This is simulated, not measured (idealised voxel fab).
A process module follows: voxel self aligned contacts.
In the cross-section labelled cut, the width is 170 nm and each square cell is 5 nm.
The cross-sections in this document take the form of a grid made of square cells. They are written out as bands, in order from top to bottom. Each band consists of one or more rows of cells.
Band: top and bottom heights (nm) first, top before bottom; then materials from left to right, widths in nm. "throughout" marks a sole material filling the band edge to edge. "air" denotes empty space.
Ref level 0: as-received wafer is one material below here. Bottom band extends down with no lower bound ("0..down").
With a width like "30 to 40", each row of cells in the band differs from the next by the same amount, the top row carrying the first number and the bottom row the second.
Reading "no change" for a step: not a cell of the cross-section changed in it.
Heads up: "Closed void inventory" only lists the empty pockets with no open path to the top that are 8 cells or more, and it writes them as width x height at distance, distance from the left edge, in nm.
Formally, on a step line, whatever follows the settings is a remark that the simulator itself makes on the step.
The line of a step may include "overlay nm". On a step with a mask, this value is how far to the right of its planned place the mask lay. A negative value means the mask lay to the left.

Process steps - plan:
step 1: op RECEIVE | material Si
step 2: op CONFORMAL_DEP | material SiO2 | thk nm 5
step 3: op DIRECTIONAL_DEP | material polySi | thk nm 30
step 4: op DIRECTIONAL_DEP | material SiN | thk nm 25
step 5: op MASKED_ETCH | tone cover | mask id GATE | width nm 30 | pitch nm 70 | etch materials SiN | depth nm 25 | overlay nm 0
step 6: op MASKED_ETCH | tone cover | mask id GATE | width nm 30 | pitch nm 70 | etch materials polySi | depth nm 30 | overlay nm 0
step 7: op CONFORMAL_DEP | material SiN | thk nm 10
step 8: op DIRECTIONAL_ETCH | etch materials SiN | depth nm 10
step 9: op FILL_DEP | material SiO2 | thk nm 10
step 10: op CMP | height nm 65
step 11: op DIRECTIONAL_DEP | material aC | thk nm 15
step 12: op PATTERN | tone open | mask id CONTACT | material resist | width nm 50 | thk nm 35 | overlay nm 0
step 13: op DIRECTIONAL_ETCH | etch materials aC | depth nm 15
step 14: op STRIP | etch materials resist
step 15: op DIRECTIONAL_ETCH | etch materials SiO2 | depth nm 65
step 16: op STRIP | etch materials aC
step 17: op CONFORMAL_DEP | material TiN | thk nm 5
step 18: op FILL_DEP | material W | thk nm 5
step 19: op CMP | height nm 65
step 20: op CONFORMAL_DEP | material SiN | thk nm 5

Of two wafers, the first: run according to plan:

Incoming wafer, cross-sectional view, post step 1:
    0..down: Si throughout
    Closed void inventory: none

The wafer in cross-section once step 2 is complete:
    5..0: SiO2 throughout
    Below a height of 0, the structure has not been altered.

The wafer in cross-section once step 3 is complete:
    35..5: polySi throughout
    Below a height of 5, the structure has not been altered.

The wafer in cross-section once step 4 is complete:
    60..35: SiN throughout
    Below a height of 35, the structure has not been altered.

The wafer in cross-section once step 5 is complete:
    60..35: 35 air / 30 SiN / 40 air / 30 SiN / 35 air
    Below a height of 35, the structure has not been altered.

The wafer in cross-section once step 6 is complete:
    60..35: 35 air / 30 SiN / 40 air / 30 SiN / 35 air
    35..5: 35 air / 30 polySi / 40 air / 30 polySi / 35 air
    Below a height of 5, the structure has not been altered.

The wafer in cross-section once step 7 is complete:
    70..35: 25 air / 50 SiN / 20 air / 50 SiN / 25 air
    35..15: 25 air / 10 SiN / 30 polySi / 10 SiN / 20 air / 10 SiN / 30 polySi / 10 SiN / 25 air
    15..5: 35 SiN / 30 polySi / 40 SiN / 30 polySi / 35 SiN
    Below a height of 5, the structure has not been altered.

The wafer in cross-section once step 8 is complete:
    60..35: 25 air / 50 SiN / 20 air / 50 SiN / 25 air
    35..5: 25 air / 10 SiN / 30 polySi / 10 SiN / 20 air / 10 SiN / 30 polySi / 10 SiN / 25 air
    Below a height of 5, the structure has not been altered.

The wafer in cross-section once step 9 is complete:
    70..60: SiO2 throughout
    60..35: 25 SiO2 / 50 SiN / 20 SiO2 / 50 SiN / 25 SiO2
    35..5: 25 SiO2 / 10 SiN / 30 polySi / 10 SiN / 20 SiO2 / 10 SiN / 30 polySi / 10 SiN / 25 SiO2
    Below a height of 5, the structure has not been altered.

The wafer in cross-section once step 10 is complete:
    65..60: SiO2 throughout
    Below a height of 60, the structure has not been altered.

The wafer in cross-section once step 11 is complete:
    80..65: aC throughout
    Below a height of 65, the structure has not been altered.

The wafer in cross-section once step 12 is complete:
    115..80: 60 resist / 50 air / 60 resist
    Below a height of 80, the structure has not been altered.

The wafer in cross-section once step 13 is complete:
    100..80: 60 resist / 50 air / 60 resist
    80..65: 60 aC / 50 air / 60 aC
    Below a height of 65, the structure has not been altered.

The wafer in cross-section once step 14 is complete:
    80..65: 60 aC / 50 air / 60 aC
    Below a height of 65, the structure has not been altered.

The wafer in cross-section once step 15 is complete:
    80..65: 60 aC / 50 air / 60 aC
    65..60: 60 SiO2 / 50 air / 60 SiO2
    60..35: 25 SiO2 / 50 SiN / 20 air / 50 SiN / 25 SiO2
    35..5: 25 SiO2 / 10 SiN / 30 polySi / 10 SiN / 20 air / 10 SiN / 30 polySi / 10 SiN / 25 SiO2
    5..0: 75 SiO2 / 20 air / 75 SiO2
    Below a height of 0, the structure has not been altered.

The wafer in cross-section once step 16 is complete:
    65..60: 60 SiO2 / 50 air / 60 SiO2
    Below a height of 60, the structure has not been altered.

The wafer in cross-section once step 17 is complete:
    70..65: 65 TiN / 40 air / 65 TiN
    65..60: 60 SiO2 / 20 TiN / 10 air / 20 TiN / 60 SiO2
    60..35: 25 SiO2 / 50 SiN / 5 TiN / 10 air / 5 TiN / 50 SiN / 25 SiO2
    35..5: 25 SiO2 / 10 SiN / 30 polySi / 10 SiN / 5 TiN / 10 air / 5 TiN / 10 SiN / 30 polySi / 10 SiN / 25 SiO2
    5..0: 75 SiO2 / 20 TiN / 75 SiO2
    Below a height of 0, the structure has not been altered.

The wafer in cross-section once step 18 is complete:
    75..70: W throughout
    70..65: 65 TiN / 40 W / 65 TiN
    65..60: 60 SiO2 / 20 TiN / 10 W / 20 TiN / 60 SiO2
    60..35: 25 SiO2 / 50 SiN / 5 TiN / 10 W / 5 TiN / 50 SiN / 25 SiO2
    35..5: 25 SiO2 / 10 SiN / 30 polySi / 10 SiN / 5 TiN / 10 W / 5 TiN / 10 SiN / 30 polySi / 10 SiN / 25 SiO2
    Below a height of 5, the structure has not been altered.

The wafer in cross-section once step 19 is complete:
    65..60: 60 SiO2 / 20 TiN / 10 W / 20 TiN / 60 SiO2
    Below a height of 60, the structure has not been altered.

The wafer in cross-section once step 20 is complete:
    70..65: SiN throughout
    Below a height of 65, the structure has not been altered.

Wafer two. Identical start, identical plan. One mistake in execution. Identical history through step 1:

What the second wafer looks like in cross-section when step 2 should have wrapped up: no change

What the second wafer looks like in cross-section when step 3 should have wrapped up:
    30..0: polySi throughout
    Below a height of 0, the structure has not been altered.

What the second wafer looks like in cross-section when step 4 should have wrapped up:
    55..30: SiN throughout
    Below a height of 30, the structure has not been altered.

What the second wafer looks like in cross-section when step 5 should have wrapped up:
    55..30: 35 air / 30 SiN / 40 air / 30 SiN / 35 air
    Below a height of 30, the structure has not been altered.

What the second wafer looks like in cross-section when step 6 should have wrapped up:
    55..30: 35 air / 30 SiN / 40 air / 30 SiN / 35 air
    30..0: 35 air / 30 polySi / 40 air / 30 polySi / 35 air
    Below a height of 0, the structure has not been altered.

What the second wafer looks like in cross-section when step 7 should have wrapped up:
    65..30: 25 air / 50 SiN / 20 air / 50 SiN / 25 air
    30..10: 25 air / 10 SiN / 30 polySi / 10 SiN / 20 air / 10 SiN / 30 polySi / 10 SiN / 25 air
    10..0: 35 SiN / 30 polySi / 40 SiN / 30 polySi / 35 SiN
    Below a height of 0, the structure has not been altered.

What the second wafer looks like in cross-section when step 8 should have wrapped up:
    55..30: 25 air / 50 SiN / 20 air / 50 SiN / 25 air
    30..0: 25 air / 10 SiN / 30 polySi / 10 SiN / 20 air / 10 SiN / 30 polySi / 10 SiN / 25 air
    Below a height of 0, the structure has not been altered.

What the second wafer looks like in cross-section when step 9 should have wrapped up:
    65..55: SiO2 throughout
    55..30: 25 SiO2 / 50 SiN / 20 SiO2 / 50 SiN / 25 SiO2
    30..0: 25 SiO2 / 10 SiN / 30 polySi / 10 SiN / 20 SiO2 / 10 SiN / 30 polySi / 10 SiN / 25 SiO2
    Below a height of 0, the structure has not been altered.

What the second wafer looks like in cross-section when step 10 should have wrapped up: no change

What the second wafer looks like in cross-section when step 11 should have wrapped up:
    80..65: aC throughout
    Below a height of 65, the structure has not been altered.

What the second wafer looks like in cross-section when step 12 should have wrapped up:
    115..80: 60 resist / 50 air / 60 resist
    Below a height of 80, the structure has not been altered.

What the second wafer looks like in cross-section when step 13 should have wrapped up:
    100..80: 60 resist / 50 air / 60 resist
    80..65: 60 aC / 50 air / 60 aC
    Below a height of 65, the structure has not been altered.

What the second wafer looks like in cross-section when step 14 should have wrapped up:
    80..65: 60 aC / 50 air / 60 aC
    Below a height of 65, the structure has not been altered.

What the second wafer looks like in cross-section when step 15 should have wrapped up:
    80..65: 60 aC / 50 air / 60 aC
    65..55: 60 SiO2 / 50 air / 60 SiO2
    55..30: 25 SiO2 / 50 SiN / 20 air / 50 SiN / 25 SiO2
    30..0: 25 SiO2 / 10 SiN / 30 polySi / 10 SiN / 20 air / 10 SiN / 30 polySi / 10 SiN / 25 SiO2
    Below a height of 0, the structure has not been altered.

What the second wafer looks like in cross-section when step 16 should have wrapped up:
    65..55: 60 SiO2 / 50 air / 60 SiO2
    Below a height of 55, the structure has not been altered.

What the second wafer looks like in cross-section when step 17 should have wrapped up:
    70..65: 65 TiN / 40 air / 65 TiN
    65..55: 60 SiO2 / 5 to 20 TiN / 40 to 10 air / 5 to 20 TiN / 60 SiO2
    55..30: 25 SiO2 / 50 SiN / 5 TiN / 10 air / 5 TiN / 50 SiN / 25 SiO2
    30..5: 25 SiO2 / 10 SiN / 30 polySi / 10 SiN / 5 TiN / 10 air / 5 TiN / 10 SiN / 30 polySi / 10 SiN / 25 SiO2
    5..0: 25 SiO2 / 10 SiN / 30 polySi / 10 SiN / 20 TiN / 10 SiN / 30 polySi / 10 SiN / 25 SiO2
    Below a height of 0, the structure has not been altered.

What the second wafer looks like in cross-section when step 18 should have wrapped up:
    75..70: W throughout
    70..65: 65 TiN / 40 W / 65 TiN
    65..55: 60 SiO2 / 5 to 20 TiN / 40 to 10 W / 5 to 20 TiN / 60 SiO2
    55..30: 25 SiO2 / 50 SiN / 5 TiN / 10 W / 5 TiN / 50 SiN / 25 SiO2
    30..5: 25 SiO2 / 10 SiN / 30 polySi / 10 SiN / 5 TiN / 10 W / 5 TiN / 10 SiN / 30 polySi / 10 SiN / 25 SiO2
    Below a height of 5, the structure has not been altered.

What the second wafer looks like in cross-section when step 19 should have wrapped up:
    65..55: 60 SiO2 / 5 to 20 TiN / 40 to 10 W / 5 to 20 TiN / 60 SiO2
    Below a height of 55, the structure has not been altered.

What the second wafer looks like in cross-section when step 20 should have wrapped up:
    70..65: SiN throughout
    Below a height of 65, the structure has not been altered.
Error vs. plan: it should be noted that step 2 of the plan was omitted and was not performed
Count the cells at the end and the second wafer has more or fewer of some materials than the first: SiO2: 6 fewer; W: 6 more
